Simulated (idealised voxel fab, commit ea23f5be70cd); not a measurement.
Process module name: voxel released beams
The cross-section on display is named cut; it measures 155 nm wide, and its cells are 5 nm squares.
Cross-section layout: square cells on a grid; listed as bands, top to bottom; a band spans one or more cell rows. This entry defines a band. It first specifies the height of the band's top and the height of its bottom in nm, and then specifies the band's materials from left to right, stating each material with its width in nm. The word "throughout" identifies a single material that fills the band from edge to edge, while the word "empty" identifies empty space. Height datum 0, below which the as-received substrate wafer is one material. Lowest band open at the bottom, running downward: "top 0, no bottom". Top row gets the first number, bottom row gets the second, and each row in between changes by the same step: that is how a band width like "30 to 40" works. A step reported as "no change" is a step in which no cell of the cross-section changed. In "Enclosed voids" the enclosed voids are listed, meaning empty spaces of 8 cells or larger without any opening to the top. The form is width x height at distance, distance from the left edge, units nm. Where a step's line continues beyond its settings, the continuation is a remark by the simulator itself on that step. overlay nm: mask right of planned place by this much (step with mask). Neg. = left.

# Process steps - plan
step 1: RECEIVE | material Si
step 2: CONFORMAL_DEP | material SiN | thk nm 10
step 3: DIRECTIONAL_DEP | material SiO2 | thk nm 20
step 4: PATTERN | tone open | mask id ANCHOR | material resist | width nm 45 | thk nm 20 | overlay nm 0
step 5: DIRECTIONAL_ETCH | etch materials SiO2 | depth nm 20
step 6: STRIP | etch materials resist
step 7: CONFORMAL_DEP | material TiN | thk nm 15
step 8: MASKED_ETCH | tone cover | mask id BEAM | width nm 100 | etch materials TiN | depth nm 15 | overlay nm 0
step 9: STRIP | etch materials SiO2
Variable across wafers: step 8 width nm (plan value is that of the first wafer; starting state common to all).

# Cross-section of the first of several wafers as received (after step 1)
> top 0, no bottom = Si throughout
> Enclosed voids: none

# Below: a row per wafer. Contents at end of module: for every material, cells gained since receipt (+) or lost since receipt (-); then closed voids
width nm 100 | +62 SiN | +84 TiN | Enclosed voids: none
width nm 105 | +62 SiN | +87 TiN | Enclosed voids: none
width nm 110 | +62 SiN | +90 TiN | Enclosed voids: none
width nm 115 | +62 SiN | +93 TiN | Enclosed voids: none
width nm 120 | +62 SiN | +96 TiN | Enclosed voids: none
width nm 125 | +62 SiN | +99 TiN | Enclosed voids: none
